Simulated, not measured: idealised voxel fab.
Process module heading - voxel self aligned vias
Square cells of 5 nm make up the cross-section cut, whose width is 290 nm.
Bands, listed from the top down, are how a cross-section gets written in this document; the cross-section itself is a grid of square cells, and a band is one or more rows of them.
Top height, bottom height, nm. Materials left to right, width each, nm. Single material + "everywhere" = fills band edge to edge. "blank" = empty.
Heights are expressed relative to 0, this being the level below which the as-received wafer comprises one material exclusively. The lowest band is unbounded in the downward direction and is denoted as in "z 0 and below".
It should be noted that a width expressed as "30->40" varies in equal increments from row to row of cells within the band, taking the value of the first number at the top row and that of the second number at the bottom row.
Any step labelled "remains unaltered" changed none of the cells in the cross-section.
"Closed-off voids" specifies each empty space that is not open to the top and that occupies no fewer than 8 cells, using the form width x height at distance, the distance measured from the left edge and all three quantities in nm.
Anything after a step's settings on that line? It's the simulator's own note about the step.
"overlay nm" answers the question of how far to the right of plan the mask lay on a step that has a mask, and when it is negative the answer is to the left.

# Here's what the planned process steps look like
| 1 | RECEIVE: material Si |
| 2 | CONFORMAL_DEP: material SiO2, thk nm 15 |
| 3 | CONFORMAL_DEP: material SiCN, thk nm 5 |
| 4 | DIRECTIONAL_DEP: material SiO2, thk nm 20 |
| 5 | PATTERN: tone open, mask id LINES, material resist, width nm 30, pitch nm 70, thk nm 15, overlay nm 0 |
| 6 | DIRECTIONAL_ETCH: etch materials SiO2, depth nm 20 |
| 7 | STRIP: etch materials resist |
| 8 | CONFORMAL_DEP: material TiN, thk nm 5 |
| 9 | FILL_DEP: material W, thk nm 5 |
| 10 | CMP: height nm 40 |
| 11 | SELECTIVE_ETCH: etch materials W Ru TiN, depth nm 5 |
| 12 | FILL_DEP: material SiN, thk nm 5 |
| 13 | CMP: height nm 40 |
| 14 | DIRECTIONAL_DEP: material SiO2, thk nm 10 |
| 15 | MASKED_ETCH: tone open, mask id VIAS, width nm 40, pitch nm 70, etch materials SiO2, depth nm 20, overlay nm 0 |
| 16 | MASKED_ETCH: tone open, mask id VIAS, width nm 40, pitch nm 70, etch materials SiN, depth nm 5, overlay nm 0 |
| 17 | CONFORMAL_DEP: material TiN, thk nm 5 |
| 18 | FILL_DEP: material Cu, thk nm 5 |
| 19 | CMP: height nm 60 |
| 20 | CONFORMAL_DEP: material SiN, thk nm 5 |
Across this set of wafers, the varied parameter is the thk nm of step 14. Starting conditions are identical for every wafer, and the plan reports the value assigned to the first wafer.

# Here's the first of the wafers in cross-section, just as we got it, i.e. after step 1
    z 0 and below = Si everywhere
    Closed-off voids: none

# The cross-section of the first of several wafers is given below for the end of the module, after its final step, step 20
    z 65 to 60 = SiN everywhere
    z 60 to 55 = Cu everywhere
    z 55 to 50 = TiN 60, then Cu 30, then TiN 40, then Cu 30, then TiN 40, then Cu 30, then TiN 60
    z 50 to 40 = SiO2 55, then TiN 5, then Cu 30, then TiN 5, then SiO2 30, then TiN 5, then Cu 30, then TiN 5, then SiO2 30, then TiN 5, then Cu 30, then TiN 5, then SiO2 55
    z 40 to 35 = SiO2 55, then TiN 40, then SiO2 30, then TiN 40, then SiO2 30, then TiN 40, then SiO2 55
    z 35 to 25 = SiO2 55->60, then TiN 10->5, then W 20, then TiN 10->5, then SiO2 30->40, then TiN 10->5, then W 20, then TiN 10->5, then SiO2 30->40, then TiN 10->5, then W 20, then TiN 10->5, then SiO2 55->60
    z 25 to 20 = SiO2 60, then TiN 30, then SiO2 40, then TiN 30, then SiO2 40, then TiN 30, then SiO2 60
    z 20 to 15 = SiCN everywhere
    z 15 to 0 = SiO2 everywhere
    z 0 and below = Si everywhere
    Closed-off voids: none

# Last wafer of the set, cross-sectioned at end of module
    z 65 to 60 = SiN everywhere
    z 60 to 55 = SiO2 55, then TiN 40, then SiO2 30, then TiN 40, then SiO2 30, then TiN 40, then SiO2 55
    z 55 to 40 = SiO2 everywhere
    z 40 to 35 = SiO2 60, then SiN 30, then SiO2 40, then SiN 30, then SiO2 40, then SiN 30, then SiO2 60
    z 35 to 25 = SiO2 60, then TiN 5, then W 20, then TiN 5, then SiO2 40, then TiN 5, then W 20, then TiN 5, then SiO2 40, then TiN 5, then W 20, then TiN 5, then SiO2 60
    z 25 to 20 = SiO2 60, then TiN 30, then SiO2 40, then TiN 30, then SiO2 40, then TiN 30, then SiO2 60
    z 20 to 15 = SiCN everywhere
    z 15 to 0 = SiO2 everywhere
    z 0 and below = Si everywhere
    Closed-off voids: none

# What follows is a table in which each wafer occupies a row; for the wafer as it stands at the close of the module, the row states, material by material, how many cells have been gained (+) or lost (-) since receipt, and then gives its closed voids
thk nm 10, +112 Cu, +58 SiCN, +58 SiN, +390 SiO2, +112 TiN, +24 W, Closed-off voids: none
thk nm 15, +72 Cu, +58 SiCN, +58 SiN, +430 SiO2, +112 TiN, +24 W, Closed-off voids: none
thk nm 20, +66 Cu, +58 SiCN, +58 SiN, +470 SiO2, +78 TiN, +24 W, Closed-off voids: none
thk nm 25, +36 Cu, +58 SiCN, +76 SiN, +494 SiO2, +66 TiN, +24 W, Closed-off voids: none
thk nm 30, +18 Cu, +58 SiCN, +76 SiN, +518 SiO2, +60 TiN, +24 W, Closed-off voids: none
thk nm 35, +58 SiCN, +76 SiN, +542 SiO2, +54 TiN, +24 W, Closed-off voids: none
